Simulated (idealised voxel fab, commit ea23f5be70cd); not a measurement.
Process module under the name voxel released beams
The cross-section shown here is cut; it is 150 nm wide and divided into square cells measuring 5 nm on a side.
If you're reading a cross-section in this doc, picture square cells in a grid; it comes to you as bands, top ones listed first down to the bottom, and a band can be one or more rows of cells.
Look at the band entry: it leads with the top's height and the bottom's height in nm. Then it lists the materials left to right, with a width in nm for each. The word "all across" on a single material says that material fills the band edge to edge. The word "blank" is empty space.
It should be noted that heights are counted from 0, beneath which the wafer as supplied is of one material throughout, and that the lowest band possesses no lower boundary but continues downward, as written in "z 0 and below".
The two numbers in a width such as "30->40" mark its ends across the band: the first belongs to the top row of cells, the second to the bottom row, and from each row to the next the width moves by the same amount.
Basically "nothing altered" means that step didn't change any cell in the cross-section.
Empty spaces counting at least 8 cells and having no open way to the top are listed in "Fully sealed cavities". The notation width x height at distance is used for each, the distance being from the left edge and all three values in nm.
Step line, after settings: the simulator's comment on this step.
The line of a step may include "overlay nm". On a step with a mask, this value is how far to the right of its planned place the mask lay. A negative value means the mask lay to the left.
# plan
step 1: RECEIVE [material Si]
step 2: CONFORMAL_DEP [material SiN] [thk nm 10]
step 3: DIRECTIONAL_DEP [material SiO2] [thk nm 20]
step 4: DIRECTIONAL_DEP [material aC] [thk nm 15]
step 5: PATTERN [tone open] [mask id ANCHOR] [material resist] [width nm 25] [thk nm 30] [overlay nm 0]
step 6: DIRECTIONAL_ETCH [etch materials aC] [depth nm 15]
step 7: STRIP [etch materials resist]
step 8: DIRECTIONAL_ETCH [etch materials SiO2] [depth nm 20]
step 9: STRIP [etch materials aC]
step 10: CONFORMAL_DEP [material TiN] [thk nm 10]
step 11: MASKED_ETCH [tone cover] [mask id BEAM] [width nm 85] [etch materials TiN] [depth nm 10] [overlay nm 0]
step 12: STRIP [etch materials SiO2]
# As-received state of the wafer in cross-section, equivalent to post-step 1
    z 0 and below = Si all across
    Fully sealed cavities: none
# First wafer of two, sectioned at end of module; run went per plan
    z 40 to 30 = 30 of blank  15 of TiN  5 of blank  65 of TiN  35 of blank
    z 30 to 20 = 35 of blank  10 of TiN  5 of blank  10 of TiN  90 of blank
    z 20 to 10 = 35 of blank  25 of TiN  90 of blank
    z 10 to 0 = SiN all across
    z 0 and below = Si all across
    Fully sealed cavities: none
# Wafer two, end of module, cross-section. Same start, same plan as wafer one. One mistake in the run
    z 35 to 30 = 30 of blank  10 of TiN  15 of blank  60 of TiN  35 of blank
    z 30 to 15 = 35 of blank  5 of TiN  15 of blank  5 of TiN  90 of blank
    z 15 to 10 = 35 of blank  25 of TiN  90 of blank
    z 10 to 0 = SiN all across
    z 0 and below = Si all across
    Fully sealed cavities: none
Run error: step 10, actual vs plan mismatch, actual run CONFORMAL_DEP [material TiN] [thk nm 5]
End of process, cell counts, second wafer against first, materials with more or fewer: TiN -25
